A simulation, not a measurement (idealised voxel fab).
The following process module bears the name voxel lift off.
Square cells of 5 nm make up the cross-section cut, whose width is 275 nm.
Cross-section = grid of square cells, listed top down in bands; band = one or more rows.
A band entry consists of two parts. The first gives the height of the band's top and the height of its bottom, in nm. The rest lists the band's materials from left to right, each with its width in nm. A single material labelled with the word "all across" fills the band from edge to edge, and the word "blank" marks empty space.
Heights are expressed relative to 0, this being the level below which the as-received wafer comprises one material exclusively. The lowest band is unbounded in the downward direction and is denoted as in "0 nm and below".
The two numbers in a width such as "30->40" mark its ends across the band: the first belongs to the top row of cells, the second to the bottom row, and from each row to the next the width moves by the same amount.
Basically "same as before" means that step didn't change any cell in the cross-section.
In "Closed cavity list" the enclosed voids are listed, meaning empty spaces of 8 cells or larger without any opening to the top. The form is width x height at distance, distance from the left edge, units nm.
On each step's line, the part that comes after the settings is the simulator's own comment on the step.
The optional step-line setting "overlay nm" applies to steps with a mask and quantifies how far to the right of its planned location the mask lay, a negative value indicating leftward placement.
## Listed below are the process steps as planned
1: RECEIVE, material Si
2: CONFORMAL_DEP, material Al2O3, thk nm 10
3: PATTERN, tone open, mask id LINES, material resist, width nm 15, pitch nm 45, thk nm 25, overlay nm 0
4: DIRECTIONAL_DEP, material Ru, thk nm 15
5: STRIP, etch materials resist
6: CONFORMAL_DEP, material SiN, thk nm 10
The wafers in this document start out alike and differ in the width nm applied at step 3; the plan shows the value used for the first wafer.
## As received, i.e. after step 1: cross-section through the first of several wafers
0 nm and below = Si all across
Closed cavity list: none
## End of module, by wafer: material-by-material cell gain (+) or loss (-) since receipt, then closed voids
width nm 15; +110 Al2O3; +18 Ru; +134 SiN; Closed cavity list: none
width nm 20; +110 Al2O3; +24 Ru; +134 SiN; Closed cavity list: none
width nm 25; +110 Al2O3; +30 Ru; +134 SiN; Closed cavity list: none
width nm 30; +110 Al2O3; +36 Ru; +131 SiN; Closed cavity list: none
